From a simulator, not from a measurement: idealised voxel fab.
Process module, titled voxel wiring stack
In the cross-section labelled cut, the width is 205 nm and each square cell is 5 nm.
When this document writes out a cross-section, it uses a grid of square cells and lists it as bands, beginning at the top and moving down, with a band standing for one or more rows of cells.
In this notation a band is specified by the heights of its top and bottom, in that order and in nm, after which its materials appear from left to right, each paired with its width in nm. The word "all across" attached to a single material means that material fills the band from edge to edge; the word "blank" stands for empty space.
Height datum 0, below which the as-received substrate wafer is one material. Lowest band open at the bottom, running downward: "0 -> down".
Width "30..40": first value at the band's top row of cells, second value at its bottom row, equal change from row to row.
It should be understood that the words "nothing got changed", when stated for a given step, signify that the cross-section underwent no change in any of its cells during that step.
Closed empty spaces (no open way to the top) of 8 cells or more are what "Cavities, closed" lists, each as width x height at distance from the left edge, nm for all three.
Post-settings text on a step line: simulator's own remark regarding the step.
"overlay nm" on a masked step: distance the mask lay right of its planned place, negative for left.

plan:
step 1: RECEIVE, material Si
step 2: CONFORMAL_DEP, material SiO2, thk nm 15
step 3: DIRECTIONAL_DEP, material TiN, thk nm 5
step 4: DIRECTIONAL_DEP, material W, thk nm 15
step 5: MASKED_ETCH, tone cover, mask id METAL_1, width nm 30, pitch nm 60, etch materials W, depth nm 15, overlay nm 0
step 6: MASKED_ETCH, tone cover, mask id METAL_1, width nm 30, pitch nm 60, etch materials TiN, depth nm 5, overlay nm 0
step 7: CONFORMAL_DEP, material SiN, thk nm 5
step 8: FILL_DEP, material lowk, thk nm 10
step 9: CMP, height nm 35
step 10: CONFORMAL_DEP, material SiCN, thk nm 5
step 11: DIRECTIONAL_DEP, material SiO2, thk nm 20
step 12: DIRECTIONAL_DEP, material aC, thk nm 10
step 13: PATTERN, tone open, mask id PLUG_1, material resist, width nm 15, pitch nm 60, thk nm 25, overlay nm 0
step 14: DIRECTIONAL_ETCH, etch materials aC, depth nm 10
step 15: STRIP, etch materials resist
step 16: DIRECTIONAL_ETCH, etch materials SiO2, depth nm 20
step 17: DIRECTIONAL_ETCH, etch materials SiCN, depth nm 5
step 18: STRIP, etch materials aC
step 19: EPI, material Ru, thk nm 10
step 20: EPI, material Ru, thk nm 10
step 21: EPI, material Ru, thk nm 5
step 22: DIRECTIONAL_DEP, material TiN, thk nm 5
step 23: DIRECTIONAL_DEP, material Ru, thk nm 15
step 24: PATTERN, tone cover, mask id METAL_2, material resist, width nm 30, pitch nm 60, thk nm 20, overlay nm 0
step 25: DIRECTIONAL_ETCH, etch materials Ru, depth nm 15
step 26: DIRECTIONAL_ETCH, etch materials TiN, depth nm 5
step 27: STRIP, etch materials resist
step 28: CONFORMAL_DEP, material SiCN, thk nm 5
step 29: FILL_DEP, material lowk, thk nm 5
step 30: CMP, height nm 80
step 31: CONFORMAL_DEP, material SiCN, thk nm 5

Wafer at receipt (post step 1), cross-section:
* 0 -> down = Si all across
* Cavities, closed: none

Sectioned view, first of two wafers, at the close of the module, processed as intended in the plan:
* 85 -> 80 = SiCN all across
* 80 -> 65 = lowk: 20, then SiCN: 5, then Ru: 30, then SiCN: 5, then lowk: 20, then SiCN: 5, then Ru: 30, then SiCN: 5, then lowk: 20, then SiCN: 5, then Ru: 30, then SiCN: 5, then lowk: 25
* 65 -> 60 = SiCN: 25, then TiN: 30, then SiCN: 30, then TiN: 30, then SiCN: 30, then TiN: 30, then SiCN: 30
* 60 -> 40 = SiO2: 25, then Ru: 15, then SiO2: 45, then Ru: 15, then SiO2: 45, then Ru: 15, then SiO2: 45
* 40 -> 35 = SiCN: 25, then Ru: 15, then SiCN: 45, then Ru: 15, then SiCN: 45, then Ru: 15, then SiCN: 45
* 35 -> 20 = lowk: 20, then SiN: 5, then W: 30, then SiN: 5, then lowk: 20, then SiN: 5, then W: 30, then SiN: 5, then lowk: 20, then SiN: 5, then W: 30, then SiN: 5, then lowk: 25
* 20 -> 15 = SiN: 25, then TiN: 30, then SiN: 30, then TiN: 30, then SiN: 30, then TiN: 30, then SiN: 30
* 15 -> 0 = SiO2 all across
* 0 -> down = Si all across
* Cavities, closed: none

second wafer at the end: like start, like plan, one mistake:
* 85 -> 80 = SiCN all across
* 80 -> 65 = lowk: 20, then SiCN: 5, then Ru: 30, then SiCN: 5, then lowk: 20, then SiCN: 5, then Ru: 30, then SiCN: 5, then lowk: 20, then SiCN: 5, then Ru: 30, then SiCN: 5, then lowk: 25
* 65 -> 60 = SiCN: 25, then TiN: 30, then SiCN: 30, then TiN: 30, then SiCN: 30, then TiN: 30, then SiCN: 30
* 60 -> 40 = SiO2: 25, then Ru: 15, then SiO2: 45, then Ru: 15, then SiO2: 45, then Ru: 15, then SiO2: 45
* 40 -> 35 = SiCN: 25, then Ru: 15, then SiCN: 45, then Ru: 15, then SiCN: 45, then Ru: 15, then SiCN: 45
* 35 -> 25 = lowk: 20, then SiN: 5, then W: 30, then SiN: 5, then lowk: 20, then SiN: 5, then W: 30, then SiN: 5, then lowk: 20, then SiN: 5, then W: 30, then SiN: 5, then lowk: 25
* 25 -> 20 = lowk: 20, then SiN: 5, then W: 30, then SiN: 15, then lowk: 10, then SiN: 5, then W: 30, then SiN: 15, then lowk: 10, then SiN: 5, then W: 30, then SiN: 15, then lowk: 15
* 20 -> 15 = SiN: 25, then TiN: 40, then SiN: 20, then TiN: 40, then SiN: 20, then TiN: 40, then SiN: 20
* 15 -> 0 = SiO2 all across
* 0 -> down = Si all across
* Cavities, closed: none
The plan and the run diverged here: contrary to plan, step 6 was performed as MASKED_ETCH, tone cover, mask id METAL_1, width nm 30, pitch nm 60, etch materials TiN, depth nm 5, overlay nm 10
Heads up, by the end the second wafer has more or fewer cells of some materials compared to the first: TiN +6; lowk -6
